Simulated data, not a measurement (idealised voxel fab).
process module | voxel transistor to metal
cross-section cut | 200 nm wide | cells 5 nm
A cross-section is a grid of square cells, given in bands from the top down. A band is one or more rows of cells.
Each band's line starts with the height of the band's top and of its bottom, in nm. Then come its materials from left to right, each with its width in nm. One material with "throughout" fills the band from edge to edge. "air" is empty space.
Height 0 is the level under which the wafer as received is all one material. The lowest band goes on downwards, as in "0 down".
A width such as "30 to 40" changes by the same amount from each row of cells to the next, from the band's top row to its bottom row.
"no change" after a step means that no cell of the cross-section changed.
closed voids: empty space of 8 cells or more with no open way to the top, each as width x height at its distance from the left edge, in nm
after a step's settings: what the simulator itself notes on the step
overlay nm, on a step with a mask: how far to the right of its planned place the mask lay; to the left if negative
Each pair below shows a cross-section before one step and the cross-section after it, down to the lowest band that changed. The line under each pair gives the step between them, with its settings. The pairs can come from different runs of this module on the same starting wafer, so a pair continues from the pair above only where its "before" says so.
before
  20 to 5: air 50 | SiN 95 | air 55
  5 to 0: air 50 | SiO2 95 | air 55
  0 to -30: air 50 | Si 95 | air 55
  -30 down: Si throughout
  closed voids: none
after
  20 to 5: air 50 | SiN 95 | air 55
  5 to 0: air 50 | SiO2 95 | air 55
  0 to -60: air 50 | Si 95 | air 55
  below -60: unchanged
  closed voids: none
the step between: op MASKED_ETCH | tone cover | mask id ACTIVE | width nm 95 | etch materials Si | depth nm 30 | overlay nm 0
before: the cross-section after the pair above
after
  20 to 5: air 50 | SiN 95 | air 55
  5 to 0: air 50 | SiO2 95 | air 55
  0 to -60: air 50 | SiO2 5 | Si 85 | SiO2 5 | air 55
  -60 to -65: SiO2 55 | Si 85 | SiO2 60
  below -65: unchanged
  closed voids: none
the step between: op OXIDIZE | depth nm 5
before: the cross-section after the pair above
after
  30 to 20: SiO2 throughout
  20 to 5: SiO2 50 | SiN 95 | SiO2 55
  5 to 0: SiO2 throughout
  0 to -65: SiO2 55 | Si 85 | SiO2 60
  below -65: unchanged
  closed voids: none
the step between: op FILL_DEP | material SiO2 | thk nm 10
before: the cross-section after the pair above
after
  20 to 5: SiO2 50 | SiN 95 | SiO2 55
  below 5: unchanged
  closed voids: none
the step between: op CMP | height nm 20
before: the cross-section after the pair above
after
  20 to 10: air 50 | SiN 95 | air 55
  below 10: unchanged
  closed voids: none
the step between: op SELECTIVE_ETCH | etch materials SiO2 | depth nm 10
before: the cross-section after the pair above
after
  10 to 5: SiO2 50 | air 95 | SiO2 55
  below 5: unchanged
  closed voids: none
the step between: op STRIP | etch materials SiN
before: the cross-section after the pair above
after
  5 to 0: SiO2 45 | air 105 | SiO2 50
  below 0: unchanged
  closed voids: none
the step between: op SELECTIVE_ETCH | etch materials SiO2 | depth nm 5
before: the cross-section after the pair above
after
  5 to 0: SiO2 45 | air 105 | SiO2 50
  0 to -5: SiO2 throughout
  below -5: unchanged
  closed voids: none
the step between: op OXIDIZE | depth nm 5
before: the cross-section after the pair above
after
  35 to 30: polySi 45 | air 105 | polySi 50
  30 to 5: polySi throughout
  5 to 0: SiO2 45 | polySi 105 | SiO2 50
  below 0: unchanged
  closed voids: none
the step between: op DIRECTIONAL_DEP | material polySi | thk nm 30
before: the cross-section after the pair above
after
  50 to 45: SiCN 45 | air 105 | SiCN 50
  45 to 35: SiCN throughout
  35 to 30: polySi 45 | SiCN 105 | polySi 50
  below 30: unchanged
  closed voids: none
the step between: op DIRECTIONAL_DEP | material SiCN | thk nm 15
before: the cross-section after the pair above
after
  70 to 50: air 90 | resist 15 | air 95
  50 to 45: SiCN 45 | air 45 | resist 15 | air 45 | SiCN 50
  below 45: unchanged
  closed voids: none
the step between: op PATTERN | tone cover | mask id GATE | material resist | width nm 15 | thk nm 20 | overlay nm 0
before: the cross-section after the pair above
after
  70 to 45: air 90 | resist 15 | air 95
  45 to 35: air 90 | SiCN 15 | air 95
  35 to 30: polySi 45 | air 45 | SiCN 15 | air 45 | polySi 50
  below 30: unchanged
  closed voids: none
the step between: op DIRECTIONAL_ETCH | etch materials SiCN | depth nm 25
before: the cross-section after the pair above
after
  70 to 45: air 90 | resist 15 | air 95
  45 to 30: air 90 | SiCN 15 | air 95
  30 to 5: air 90 | polySi 15 | air 95
  5 to 0: SiO2 45 | air 45 | polySi 15 | air 45 | SiO2 50
  below 0: unchanged
  closed voids: none
the step between: op DIRECTIONAL_ETCH | etch materials polySi | depth nm 40
before: the cross-section after the pair above
after
  45 to 30: air 90 | SiCN 15 | air 95
  below 30: unchanged
  closed voids: none
the step between: op STRIP | etch materials resist
before: the cross-section after the pair above
after
  50 to 45: air 85 | SiO2 25 | air 90
  45 to 30: air 85 | SiO2 5 | SiCN 15 | SiO2 5 | air 90
  30 to 10: air 85 | SiO2 5 | polySi 15 | SiO2 5 | air 90
  10 to 5: SiO2 50 | air 35 | SiO2 5 | polySi 15 | SiO2 5 | air 35 | SiO2 55
  5 to 0: SiO2 90 | polySi 15 | SiO2 95
  below 0: unchanged
  closed voids: none
the step between: op CONFORMAL_DEP | material SiO2 | thk nm 5
before: the cross-section after the pair above
after
  45 to 30: air 85 | SiO2 5 | SiCN 15 | SiO2 5 | air 90
  30 to 5: air 85 | SiO2 5 | polySi 15 | SiO2 5 | air 90
  5 to 0: SiO2 50 | air 35 | SiO2 5 | polySi 15 | SiO2 5 | air 35 | SiO2 55
  below 0: unchanged
  closed voids: none
the step between: op DIRECTIONAL_ETCH | etch materials SiO2 | depth nm 5
before: the cross-section after the pair above
after
  50 to 45: air 80 | SiN 35 | air 85
  45 to 30: air 80 | SiN 5 | SiO2 5 | SiCN 15 | SiO2 5 | SiN 5 | air 85
  30 to 10: air 80 | SiN 5 | SiO2 5 | polySi 15 | SiO2 5 | SiN 5 | air 85
  10 to 5: SiN 55 | air 25 | SiN 5 | SiO2 5 | polySi 15 | SiO2 5 | SiN 5 | air 25 | SiN 60
  5 to 0: SiO2 50 | SiN 35 | SiO2 5 | polySi 15 | SiO2 5 | SiN 35 | SiO2 55
  below 0: unchanged
  closed voids: none
the step between: op CONFORMAL_DEP | material SiN | thk nm 5
before: the cross-section after the pair above
after
  45 to 30: air 80 | SiN 5 | SiO2 5 | SiCN 15 | SiO2 5 | SiN 5 | air 85
  30 to 5: air 80 | SiN 5 | SiO2 5 | polySi 15 | SiO2 5 | SiN 5 | air 85
  5 to 0: SiO2 50 | SiN 5 | air 25 | SiN 5 | SiO2 5 | polySi 15 | SiO2 5 | SiN 5 | air 25 | SiN 5 | SiO2 55
  below 0: unchanged
  closed voids: none
the step between: op DIRECTIONAL_ETCH | etch materials SiN | depth nm 5
before: the cross-section after the pair above
after
  45 to 40: air 80 | SiN 5 | air 5 | SiCN 15 | air 5 | SiN 5 | air 85
  40 to 30: air 80 | SiN 5 | SiO2 5 | SiCN 15 | SiO2 5 | SiN 5 | air 85
  30 to 5: air 80 | SiN 5 | SiO2 5 | polySi 15 | SiO2 5 | SiN 5 | air 85
  5 to 0: air 50 | SiN 5 | air 25 | SiN 5 | SiO2 5 | polySi 15 | SiO2 5 | SiN 5 | air 25 | SiN 5 | air 55
  0 to -5: SiO2 55 | air 25 | SiO2 35 | air 25 | SiO2 60
  below -5: unchanged
  closed voids: none
the step between: op DIRECTIONAL_ETCH | etch materials SiO2 | depth nm 5
before: the cross-section after the pair above
after
  45 to 40: air 80 | SiN 5 | air 5 | SiCN 15 | air 5 | SiN 5 | air 85
  40 to 30: air 80 | SiN 5 | SiO2 5 | SiCN 15 | SiO2 5 | SiN 5 | air 85
  30 to 5: air 80 | SiN 5 | SiO2 5 | polySi 15 | SiO2 5 | SiN 5 | air 85
  5 to 0: air 50 | SiN 5 | air 25 | SiN 5 | SiO2 5 | polySi 15 | SiO2 5 | SiN 5 | air 25 | SiN 5 | air 55
  0 to -5: SiO2 55 | air 25 | SiO2 35 | air 25 | SiO2 60
  -5 to -20: SiO2 55 | air 25 | Si 35 | air 25 | SiO2 60
  below -20: unchanged
  closed voids: none
the step between: op DIRECTIONAL_ETCH | etch materials Si | depth nm 15
before: the cross-section after the pair above
after
  45 to 40: air 80 | SiN 5 | air 5 | SiCN 15 | air 5 | SiN 5 | air 85
  40 to 30: air 80 | SiN 5 | SiO2 5 | SiCN 15 | SiO2 5 | SiN 5 | air 85
  30 to 15: air 80 | SiN 5 | SiO2 5 | polySi 15 | SiO2 5 | SiN 5 | air 85
  15 to 5: air 60 | pSi 20 | SiN 5 | SiO2 5 | polySi 15 | SiO2 5 | SiN 5 | pSi 20 | air 65
  5 to 0: air 50 | SiN 5 | air 5 | pSi 20 | SiN 5 | SiO2 5 | polySi 15 | SiO2 5 | SiN 5 | pSi 20 | air 5 | SiN 5 | air 55
  0 to -5: SiO2 55 | pSi 25 | SiO2 35 | pSi 25 | SiO2 60
  -5 to -20: SiO2 55 | pSi 25 | Si 35 | pSi 25 | SiO2 60
  below -20: unchanged
  closed voids: none
the step between: op EPI | material pSi | thk nm 20
before: the cross-section after the pair above
after
  50 to 45: SiO2 throughout
  45 to 30: SiO2 80 | SiN 5 | SiO2 5 | SiCN 15 | SiO2 5 | SiN 5 | SiO2 85
  30 to 15: SiO2 80 | SiN 5 | SiO2 5 | polySi 15 | SiO2 5 | SiN 5 | SiO2 85
  15 to 5: SiO2 60 | pSi 20 | SiN 5 | SiO2 5 | polySi 15 | SiO2 5 | SiN 5 | pSi 20 | SiO2 65
  5 to 0: SiO2 50 | SiN 5 | SiO2 5 | pSi 20 | SiN 5 | SiO2 5 | polySi 15 | SiO2 5 | SiN 5 | pSi 20 | SiO2 5 | SiN 5 | SiO2 55
  below 0: unchanged
  closed voids: none
the step between: op FILL_DEP | material SiO2 | thk nm 5
before: the cross-section after the pair above
after
  45 to 30: SiO2 80 | SiN 5 | SiO2 5 | SiCN 15 | SiO2 5 | SiN 5 | SiO2 85
  below 30: unchanged
  closed voids: none
the step between: op CMP | height nm 45
before: the cross-section after the pair above
after
  55 to 45: SiO2 throughout
  below 45: unchanged
  closed voids: none
the step between: op DIRECTIONAL_DEP | material SiO2 | thk nm 10
before: the cross-section after the pair above
after
  75 to 55: resist 55 | air 20 | resist 45 | air 20 | resist 60
  below 55: unchanged
  closed voids: none
the step between: op PATTERN | tone open | mask id CONTACT | material resist | width nm 20 | pitch nm 65 | thk nm 20 | overlay nm 0
before: the cross-section after the pair above
after
  75 to 55: resist 55 | air 20 | resist 45 | air 20 | resist 60
  55 to 45: SiO2 55 | air 20 | SiO2 45 | air 20 | SiO2 60
  45 to 30: SiO2 55 | air 20 | SiO2 5 | SiN 5 | SiO2 5 | SiCN 15 | SiO2 5 | SiN 5 | SiO2 5 | air 20 | SiO2 60
  30 to 15: SiO2 55 | air 20 | SiO2 5 | SiN 5 | SiO2 5 | polySi 15 | SiO2 5 | SiN 5 | SiO2 5 | air 20 | SiO2 60
  15 to 5: SiO2 55 | air 5 | pSi 20 | SiN 5 | SiO2 5 | polySi 15 | SiO2 5 | SiN 5 | pSi 20 | air 5 | SiO2 60
  5 to 0: SiO2 50 | SiN 5 | air 5 | pSi 20 | SiN 5 | SiO2 5 | polySi 15 | SiO2 5 | SiN 5 | pSi 20 | air 5 | SiN 5 | SiO2 55
  below 0: unchanged
  closed voids: none
the step between: op DIRECTIONAL_ETCH | etch materials SiO2 | depth nm 55
before: the cross-section after the pair above
after
  55 to 45: SiO2 55 | air 20 | SiO2 45 | air 20 | SiO2 60
  below 45: unchanged
  closed voids: none
the step between: op STRIP | etch materials resist
before: the cross-section after the pair above
after
  60 to 55: TiN 60 | air 10 | TiN 55 | air 10 | TiN 65
  55 to 45: SiO2 55 | TiN 5 | air 10 | TiN 5 | SiO2 45 | TiN 5 | air 10 | TiN 5 | SiO2 60
  45 to 30: SiO2 55 | TiN 5 | air 10 | TiN 5 | SiO2 5 | SiN 5 | SiO2 5 | SiCN 15 | SiO2 5 | SiN 5 | SiO2 5 | TiN 5 | air 10 | TiN 5 | SiO2 60
  30 to 20: SiO2 55 | TiN 5 | air 10 | TiN 5 | SiO2 5 | SiN 5 | SiO2 5 | polySi 15 | SiO2 5 | SiN 5 | SiO2 5 | TiN 5 | air 10 | TiN 5 | SiO2 60
  20 to 15: SiO2 55 | TiN 20 | SiO2 5 | SiN 5 | SiO2 5 | polySi 15 | SiO2 5 | SiN 5 | SiO2 5 | TiN 20 | SiO2 60
  15 to 5: SiO2 55 | TiN 5 | pSi 20 | SiN 5 | SiO2 5 | polySi 15 | SiO2 5 | SiN 5 | pSi 20 | TiN 5 | SiO2 60
  5 to 0: SiO2 50 | SiN 5 | TiN 5 | pSi 20 | SiN 5 | SiO2 5 | polySi 15 | SiO2 5 | SiN 5 | pSi 20 | TiN 5 | SiN 5 | SiO2 55
  below 0: unchanged
  closed voids: none
the step between: op CONFORMAL_DEP | material TiN | thk nm 5
before: the cross-section after the pair above
after
  65 to 60: Ru throughout
  60 to 55: TiN 60 | Ru 10 | TiN 55 | Ru 10 | TiN 65
  55 to 45: SiO2 55 | TiN 5 | Ru 10 | TiN 5 | SiO2 45 | TiN 5 | Ru 10 | TiN 5 | SiO2 60
  45 to 30: SiO2 55 | TiN 5 | Ru 10 | TiN 5 | SiO2 5 | SiN 5 | SiO2 5 | SiCN 15 | SiO2 5 | SiN 5 | SiO2 5 | TiN 5 | Ru 10 | TiN 5 | SiO2 60
  30 to 20: SiO2 55 | TiN 5 | Ru 10 | TiN 5 | SiO2 5 | SiN 5 | SiO2 5 | polySi 15 | SiO2 5 | SiN 5 | SiO2 5 | TiN 5 | Ru 10 | TiN 5 | SiO2 60
  below 20: unchanged
  closed voids: none
the step between: op FILL_DEP | material Ru | thk nm 5
before: the cross-section after the pair above
after
  55 to 45: SiO2 55 | TiN 5 | Ru 10 | TiN 5 | SiO2 45 | TiN 5 | Ru 10 | TiN 5 | SiO2 60
  below 45: unchanged
  closed voids: none
the step between: op CMP | height nm 55
before: the cross-section after the pair above
after
  60 to 55: TiN throughout
  below 55: unchanged
  closed voids: none
the step between: op DIRECTIONAL_DEP | material TiN | thk nm 5
before: the cross-section after the pair above
after
  85 to 60: W throughout
  below 60: unchanged
  closed voids: none
the step between: op DIRECTIONAL_DEP | material W | thk nm 25
before: the cross-section after the pair above
after
  85 to 60: air 55 | W 20 | air 45 | W 20 | air 60
  below 60: unchanged
  closed voids: none
the step between: op MASKED_ETCH | tone cover | mask id METAL_1 | width nm 20 | pitch nm 65 | etch materials W | depth nm 25 | overlay nm 0
before: the cross-section after the pair above
after
  85 to 60: air 55 | W 20 | air 45 | W 20 | air 60
  60 to 55: air 55 | TiN 20 | air 45 | TiN 20 | air 60
  below 55: unchanged
  closed voids: none
the step between: op MASKED_ETCH | tone cover | mask id METAL_1 | width nm 20 | pitch nm 65 | etch materials TiN | depth nm 5 | overlay nm 0
before: the cross-section after the pair above
after
  90 to 85: air 50 | SiCN 30 | air 35 | SiCN 30 | air 55
  85 to 60: air 50 | SiCN 5 | W 20 | SiCN 5 | air 35 | SiCN 5 | W 20 | SiCN 5 | air 55
  60 to 55: SiCN 55 | TiN 20 | SiCN 45 | TiN 20 | SiCN 60
  below 55: unchanged
  closed voids: none
the step between: op CONFORMAL_DEP | material SiCN | thk nm 5
before: the cross-section after the pair above
after
  95 to 90: lowk throughout
  90 to 85: lowk 50 | SiCN 30 | lowk 35 | SiCN 30 | lowk 55
  85 to 60: lowk 50 | SiCN 5 | W 20 | SiCN 5 | lowk 35 | SiCN 5 | W 20 | SiCN 5 | lowk 55
  below 60: unchanged
  closed voids: none
the step between: op FILL_DEP | material lowk | thk nm 5
before: the cross-section after the pair above
after
  85 to 60: lowk 50 | SiCN 5 | W 20 | SiCN 5 | lowk 35 | SiCN 5 | W 20 | SiCN 5 | lowk 55
  below 60: unchanged
  closed voids: none
the step between: op CMP | height nm 85
before: the cross-section after the pair above
after
  90 to 85: SiCN throughout
  below 85: unchanged
  closed voids: none
the step between: op CONFORMAL_DEP | material SiCN | thk nm 5
before: the cross-section after the pair above
after
  125 to 90: SiO2 throughout
  below 90: unchanged
  closed voids: none
the step between: op DIRECTIONAL_DEP | material SiO2 | thk nm 35
before: the cross-section after the pair above
after
  125 to 105: SiO2 55 | air 20 | SiO2 45 | air 20 | SiO2 60
  below 105: unchanged
  closed voids: none
the step between: op MASKED_ETCH | tone open | mask id METAL_2 | width nm 20 | pitch nm 65 | etch materials SiO2 | depth nm 20 | overlay nm 0
before: the cross-section after the pair above
after
  125 to 105: SiO2 55 | air 20 | SiO2 45 | air 20 | SiO2 60
  105 to 90: SiO2 55 | air 15 | SiO2 50 | air 15 | SiO2 65
  below 90: unchanged
  closed voids: none
the step between: op MASKED_ETCH | tone open | mask id METAL_2_HOLES | width nm 15 | pitch nm 65 | etch materials SiO2 | depth nm 15 | overlay nm 0
before: the cross-section after the pair above
after
  125 to 105: SiO2 55 | air 20 | SiO2 45 | air 20 | SiO2 60
  105 to 90: SiO2 55 | air 15 | SiO2 50 | air 15 | SiO2 65
  90 to 85: SiCN 55 | air 15 | SiCN 50 | air 15 | SiCN 65
  below 85: unchanged
  closed voids: none
the step between: op MASKED_ETCH | tone open | mask id METAL_2_HOLES | width nm 15 | pitch nm 65 | etch materials SiCN | depth nm 5 | overlay nm 0
before: the cross-section after the pair above
after
  130 to 125: TiN 60 | air 10 | TiN 55 | air 10 | TiN 65
  125 to 110: SiO2 55 | TiN 5 | air 10 | TiN 5 | SiO2 45 | TiN 5 | air 10 | TiN 5 | SiO2 60
  110 to 105: SiO2 55 | TiN 5 | air 5 | TiN 10 | SiO2 45 | TiN 5 | air 5 | TiN 10 | SiO2 60
  105 to 90: SiO2 55 | TiN 5 | air 5 | TiN 5 | SiO2 50 | TiN 5 | air 5 | TiN 5 | SiO2 65
  90 to 85: SiCN 55 | TiN 15 | SiCN 50 | TiN 15 | SiCN 65
  below 85: unchanged
  closed voids: none
the step between: op CONFORMAL_DEP | material TiN | thk nm 5
before: the cross-section after the pair above
after
  135 to 130: Cu throughout
  130 to 125: TiN 60 | Cu 10 | TiN 55 | Cu 10 | TiN 65
  125 to 110: SiO2 55 | TiN 5 | Cu 10 | TiN 5 | SiO2 45 | TiN 5 | Cu 10 | TiN 5 | SiO2 60
  110 to 105: SiO2 55 | TiN 5 | Cu 5 | TiN 10 | SiO2 45 | TiN 5 | Cu 5 | TiN 10 | SiO2 60
  105 to 90: SiO2 55 | TiN 5 | Cu 5 | TiN 5 | SiO2 50 | TiN 5 | Cu 5 | TiN 5 | SiO2 65
  below 90: unchanged
  closed voids: none
the step between: op FILL_DEP | material Cu | thk nm 5
before: the cross-section after the pair above
after
  125 to 110: SiO2 55 | TiN 5 | Cu 10 | TiN 5 | SiO2 45 | TiN 5 | Cu 10 | TiN 5 | SiO2 60
  below 110: unchanged
  closed voids: none
the step between: op CMP | height nm 125
before: the cross-section after the pair above
after
  130 to 125: SiN throughout
  below 125: unchanged
  closed voids: none
the step between: op CONFORMAL_DEP | material SiN | thk nm 5
before
  20 to 10: air 50 | SiN 95 | air 55
  10 to 5: SiO2 50 | SiN 95 | SiO2 55
  5 to 0: SiO2 throughout
  0 to -35: SiO2 55 | Si 85 | SiO2 60
  -35 down: Si throughout
  closed voids: none
after
  20 to 5: air 50 | SiN 95 | air 55
  below 5: unchanged
  closed voids: none
the step between: op SELECTIVE_ETCH | etch materials SiO2 | depth nm 5
before: the cross-section after the pair above
after
  5 to 0: SiO2 throughout
  below 0: unchanged
  closed voids: none
the step between: op STRIP | etch materials SiN
before: the cross-section after the pair above
after
  35 to 5: polySi throughout
  below 5: unchanged
  closed voids: none
the step between: op DIRECTIONAL_DEP | material polySi | thk nm 30
before: the cross-section after the pair above
after
  50 to 35: SiCN throughout
  below 35: unchanged
  closed voids: none
the step between: op DIRECTIONAL_DEP | material SiCN | thk nm 15
before: the cross-section after the pair above
after
  70 to 50: air 90 | resist 15 | air 95
  below 50: unchanged
  closed voids: none
the step between: op PATTERN | tone cover | mask id GATE | material resist | width nm 15 | thk nm 20 | overlay nm 0
before: the cross-section after the pair above
after
  70 to 50: air 90 | resist 15 | air 95
  50 to 35: air 90 | SiCN 15 | air 95
  below 35: unchanged
  closed voids: none
the step between: op DIRECTIONAL_ETCH | etch materials SiCN | depth nm 25
before: the cross-section after the pair above
after
  70 to 50: air 90 | resist 15 | air 95
  50 to 35: air 90 | SiCN 15 | air 95
  35 to 5: air 90 | polySi 15 | air 95
  below 5: unchanged
  closed voids: none
the step between: op DIRECTIONAL_ETCH | etch materials polySi | depth nm 40
before: the cross-section after the pair above
after
  50 to 35: air 90 | SiCN 15 | air 95
  below 35: unchanged
  closed voids: none
the step between: op STRIP | etch materials resist
before: the cross-section after the pair above
after
  55 to 50: air 85 | SiO2 25 | air 90
  50 to 35: air 85 | SiO2 5 | SiCN 15 | SiO2 5 | air 90
  35 to 10: air 85 | SiO2 5 | polySi 15 | SiO2 5 | air 90
  10 to 5: SiO2 90 | polySi 15 | SiO2 95
  below 5: unchanged
  closed voids: none
the step between: op CONFORMAL_DEP | material SiO2 | thk nm 5
before: the cross-section after the pair above
after
  50 to 35: air 85 | SiO2 5 | SiCN 15 | SiO2 5 | air 90
  35 to 5: air 85 | SiO2 5 | polySi 15 | SiO2 5 | air 90
  below 5: unchanged
  closed voids: none
the step between: op DIRECTIONAL_ETCH | etch materials SiO2 | depth nm 5
before: the cross-section after the pair above
after
  55 to 50: air 80 | SiN 35 | air 85
  50 to 35: air 80 | SiN 5 | SiO2 5 | SiCN 15 | SiO2 5 | SiN 5 | air 85
  35 to 10: air 80 | SiN 5 | SiO2 5 | polySi 15 | SiO2 5 | SiN 5 | air 85
  10 to 5: SiN 85 | SiO2 5 | polySi 15 | SiO2 5 | SiN 90
  below 5: unchanged
  closed voids: none
the step between: op CONFORMAL_DEP | material SiN | thk nm 5
before: the cross-section after the pair above
after
  50 to 35: air 80 | SiN 5 | SiO2 5 | SiCN 15 | SiO2 5 | SiN 5 | air 85
  35 to 5: air 80 | SiN 5 | SiO2 5 | polySi 15 | SiO2 5 | SiN 5 | air 85
  below 5: unchanged
  closed voids: none
the step between: op DIRECTIONAL_ETCH | etch materials SiN | depth nm 5
before: the cross-section after the pair above
after
  50 to 45: air 80 | SiN 5 | air 5 | SiCN 15 | air 5 | SiN 5 | air 85
  45 to 35: air 80 | SiN 5 | SiO2 5 | SiCN 15 | SiO2 5 | SiN 5 | air 85
  35 to 5: air 80 | SiN 5 | SiO2 5 | polySi 15 | SiO2 5 | SiN 5 | air 85
  5 to 0: air 80 | SiO2 35 | air 85
  below 0: unchanged
  closed voids: none
the step between: op DIRECTIONAL_ETCH | etch materials SiO2 | depth nm 5
before: the cross-section after the pair above
after
  50 to 45: air 80 | SiN 5 | air 5 | SiCN 15 | air 5 | SiN 5 | air 85
  45 to 35: air 80 | SiN 5 | SiO2 5 | SiCN 15 | SiO2 5 | SiN 5 | air 85
  35 to 5: air 80 | SiN 5 | SiO2 5 | polySi 15 | SiO2 5 | SiN 5 | air 85
  5 to 0: air 80 | SiO2 35 | air 85
  0 to -15: SiO2 55 | air 25 | Si 35 | air 25 | SiO2 60
  below -15: unchanged
  closed voids: none
the step between: op DIRECTIONAL_ETCH | etch materials Si | depth nm 15
before: the cross-section after the pair above
after
  50 to 45: air 80 | SiN 5 | air 5 | SiCN 15 | air 5 | SiN 5 | air 85
  45 to 35: air 80 | SiN 5 | SiO2 5 | SiCN 15 | SiO2 5 | SiN 5 | air 85
  35 to 20: air 80 | SiN 5 | SiO2 5 | polySi 15 | SiO2 5 | SiN 5 | air 85
  20 to 5: air 60 | pSi 20 | SiN 5 | SiO2 5 | polySi 15 | SiO2 5 | SiN 5 | pSi 20 | air 65
  5 to 0: air 50 | pSi 30 | SiO2 35 | pSi 30 | air 55
  0 to -15: SiO2 55 | pSi 25 | Si 35 | pSi 25 | SiO2 60
  below -15: unchanged
  closed voids: none
the step between: op EPI | material pSi | thk nm 20
before: the cross-section after the pair above
after
  55 to 50: SiO2 throughout
  50 to 35: SiO2 80 | SiN 5 | SiO2 5 | SiCN 15 | SiO2 5 | SiN 5 | SiO2 85
  35 to 20: SiO2 80 | SiN 5 | SiO2 5 | polySi 15 | SiO2 5 | SiN 5 | SiO2 85
  20 to 5: SiO2 60 | pSi 20 | SiN 5 | SiO2 5 | polySi 15 | SiO2 5 | SiN 5 | pSi 20 | SiO2 65
  5 to 0: SiO2 50 | pSi 30 | SiO2 35 | pSi 30 | SiO2 55
  below 0: unchanged
  closed voids: none
the step between: op FILL_DEP | material SiO2 | thk nm 5
before: the cross-section after the pair above
after
  45 to 35: SiO2 80 | SiN 5 | SiO2 5 | SiCN 15 | SiO2 5 | SiN 5 | SiO2 85
  below 35: unchanged
  closed voids: none
the step between: op CMP | height nm 45
before: the cross-section after the pair above
after
  55 to 45: SiO2 throughout
  below 45: unchanged
  closed voids: none
the step between: op DIRECTIONAL_DEP | material SiO2 | thk nm 10
before: the cross-section after the pair above
after
  75 to 55: resist 55 | air 20 | resist 45 | air 20 | resist 60
  below 55: unchanged
  closed voids: none
the step between: op PATTERN | tone open | mask id CONTACT | material resist | width nm 20 | pitch nm 65 | thk nm 20 | overlay nm 0
before: the cross-section after the pair above
after
  75 to 55: resist 55 | air 20 | resist 45 | air 20 | resist 60
  55 to 45: SiO2 55 | air 20 | SiO2 45 | air 20 | SiO2 60
  45 to 35: SiO2 55 | air 20 | SiO2 5 | SiN 5 | SiO2 5 | SiCN 15 | SiO2 5 | SiN 5 | SiO2 5 | air 20 | SiO2 60
  35 to 20: SiO2 55 | air 20 | SiO2 5 | SiN 5 | SiO2 5 | polySi 15 | SiO2 5 | SiN 5 | SiO2 5 | air 20 | SiO2 60
  20 to 5: SiO2 55 | air 5 | pSi 20 | SiN 5 | SiO2 5 | polySi 15 | SiO2 5 | SiN 5 | pSi 20 | air 5 | SiO2 60
  below 5: unchanged
  closed voids: none
the step between: op DIRECTIONAL_ETCH | etch materials SiO2 | depth nm 55
before: the cross-section after the pair above
after
  55 to 45: SiO2 55 | air 20 | SiO2 45 | air 20 | SiO2 60
  below 45: unchanged
  closed voids: none
the step between: op STRIP | etch materials resist
before: the cross-section after the pair above
after
  60 to 55: TiN 60 | air 10 | TiN 55 | air 10 | TiN 65
  55 to 45: SiO2 55 | TiN 5 | air 10 | TiN 5 | SiO2 45 | TiN 5 | air 10 | TiN 5 | SiO2 60
  45 to 35: SiO2 55 | TiN 5 | air 10 | TiN 5 | SiO2 5 | SiN 5 | SiO2 5 | SiCN 15 | SiO2 5 | SiN 5 | SiO2 5 | TiN 5 | air 10 | TiN 5 | SiO2 60
  35 to 25: SiO2 55 | TiN 5 | air 10 | TiN 5 | SiO2 5 | SiN 5 | SiO2 5 | polySi 15 | SiO2 5 | SiN 5 | SiO2 5 | TiN 5 | air 10 | TiN 5 | SiO2 60
  25 to 20: SiO2 55 | TiN 20 | SiO2 5 | SiN 5 | SiO2 5 | polySi 15 | SiO2 5 | SiN 5 | SiO2 5 | TiN 20 | SiO2 60
  20 to 5: SiO2 55 | TiN 5 | pSi 20 | SiN 5 | SiO2 5 | polySi 15 | SiO2 5 | SiN 5 | pSi 20 | TiN 5 | SiO2 60
  below 5: unchanged
  closed voids: none
the step between: op CONFORMAL_DEP | material TiN | thk nm 5
before: the cross-section after the pair above
after
  65 to 60: Ru throughout
  60 to 55: TiN 60 | Ru 10 | TiN 55 | Ru 10 | TiN 65
  55 to 45: SiO2 55 | TiN 5 | Ru 10 | TiN 5 | SiO2 45 | TiN 5 | Ru 10 | TiN 5 | SiO2 60
  45 to 35: SiO2 55 | TiN 5 | Ru 10 | TiN 5 | SiO2 5 | SiN 5 | SiO2 5 | SiCN 15 | SiO2 5 | SiN 5 | SiO2 5 | TiN 5 | Ru 10 | TiN 5 | SiO2 60
  35 to 25: SiO2 55 | TiN 5 | Ru 10 | TiN 5 | SiO2 5 | SiN 5 | SiO2 5 | polySi 15 | SiO2 5 | SiN 5 | SiO2 5 | TiN 5 | Ru 10 | TiN 5 | SiO2 60
  below 25: unchanged
  closed voids: none
the step between: op FILL_DEP | material Ru | thk nm 5
before: the cross-section after the pair above
after
  55 to 45: SiO2 55 | TiN 5 | Ru 10 | TiN 5 | SiO2 45 | TiN 5 | Ru 10 | TiN 5 | SiO2 60
  below 45: unchanged
  closed voids: none
the step between: op CMP | height nm 55
before: the cross-section after the pair above
after
  60 to 55: TiN throughout
  below 55: unchanged
  closed voids: none
the step between: op DIRECTIONAL_DEP | material TiN | thk nm 5
before: the cross-section after the pair above
after
  85 to 60: W throughout
  below 60: unchanged
  closed voids: none
the step between: op DIRECTIONAL_DEP | material W | thk nm 25
before: the cross-section after the pair above
after
  85 to 60: air 55 | W 20 | air 45 | W 20 | air 60
  below 60: unchanged
  closed voids: none
the step between: op MASKED_ETCH | tone cover | mask id METAL_1 | width nm 20 | pitch nm 65 | etch materials W | depth nm 25 | overlay nm 0
before: the cross-section after the pair above
after
  85 to 60: air 55 | W 20 | air 45 | W 20 | air 60
  60 to 55: air 55 | TiN 20 | air 45 | TiN 20 | air 60
  below 55: unchanged
  closed voids: none
the step between: op MASKED_ETCH | tone cover | mask id METAL_1 | width nm 20 | pitch nm 65 | etch materials TiN | depth nm 5 | overlay nm 0
before: the cross-section after the pair above
after
  90 to 85: air 50 | SiCN 30 | air 35 | SiCN 30 | air 55
  85 to 60: air 50 | SiCN 5 | W 20 | SiCN 5 | air 35 | SiCN 5 | W 20 | SiCN 5 | air 55
  60 to 55: SiCN 55 | TiN 20 | SiCN 45 | TiN 20 | SiCN 60
  below 55: unchanged
  closed voids: none
the step between: op CONFORMAL_DEP | material SiCN | thk nm 5
before: the cross-section after the pair above
after
  95 to 90: lowk throughout
  90 to 85: lowk 50 | SiCN 30 | lowk 35 | SiCN 30 | lowk 55
  85 to 60: lowk 50 | SiCN 5 | W 20 | SiCN 5 | lowk 35 | SiCN 5 | W 20 | SiCN 5 | lowk 55
  below 60: unchanged
  closed voids: none
the step between: op FILL_DEP | material lowk | thk nm 5
before: the cross-section after the pair above
after
  85 to 60: lowk 50 | SiCN 5 | W 20 | SiCN 5 | lowk 35 | SiCN 5 | W 20 | SiCN 5 | lowk 55
  below 60: unchanged
  closed voids: none
the step between: op CMP | height nm 85
before: the cross-section after the pair above
after
  90 to 85: SiCN throughout
  below 85: unchanged
  closed voids: none
the step between: op CONFORMAL_DEP | material SiCN | thk nm 5
